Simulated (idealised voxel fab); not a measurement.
Proc. module: voxel released beams
cross-section cut | 255 nm wide | cells 5 nm
Each cross-section below is a grid of square cells, stated as bands in top-down order, with one or more rows of cells making up each band.
Quick guide to a band line: top height, bottom height (nm) up front; then every material left to right with its width in nm. Only one material and it's marked "full width"? Then it fills the band edge to edge. And "air" just means empty space.
Where do heights start? At 0: under that level the wafer as delivered is made of one material only. And the lowest band has no floor; it just carries on downward, as in "z 0 and below".
A width given as "30..40" starts at the first number in the band's top row and ends at the second number in its bottom row, shifting by an equal amount at every step from row to row.
It should be understood that the words "no modification", when stated for a given step, signify that the cross-section underwent no change in any of its cells during that step.
Listed in "Closed void register": every empty space of 8 or more cells without an open way to the top. Form: width x height at distance, the distance being from the left edge, all in nm.
If you see something after the settings on a step's line, that's the simulator's own remark about that step.
"overlay nm" denotes, for a step that has a mask, the displacement of the mask to the right of its planned place, with negative values corresponding to the left.
## Intended process steps
step 1: RECEIVE, material Si
step 2: CONFORMAL_DEP, material SiN, thk nm 10
step 3: DIRECTIONAL_DEP, material SiO2, thk nm 15
step 4: DIRECTIONAL_DEP, material aC, thk nm 15
step 5: PATTERN, tone open, mask id ANCHOR, material resist, width nm 45, thk nm 30, overlay nm 0
step 6: DIRECTIONAL_ETCH, etch materials aC, depth nm 15
step 7: STRIP, etch materials resist
step 8: DIRECTIONAL_ETCH, etch materials SiO2, depth nm 15
step 9: STRIP, etch materials aC
step 10: CONFORMAL_DEP, material TiN, thk nm 15
step 11: MASKED_ETCH, tone cover, mask id BEAM, width nm 95, etch materials TiN, depth nm 15, overlay nm 0
step 12: STRIP, etch materials SiO2
## As-received state of the wafer in cross-section, equivalent to post-step 1
    z 0 and below: Si full width
    Closed void register: none
## The module was run from the start shown above using the plan shown above, but one mistake was made doing it; the resulting wafer cross-section is below
    z 55 to 40: air=75 | TiN=95 | air=85
    z 40 to 25: TiN full width
    z 25 to 10: SiO2 full width
    z 10 to 0: SiN full width
    z 0 and below: Si full width
    Closed void register: none
Deviation from plan: note that step 4 departed from the planned setting and was carried out as DIRECTIONAL_DEP, material TiN, thk nm 15
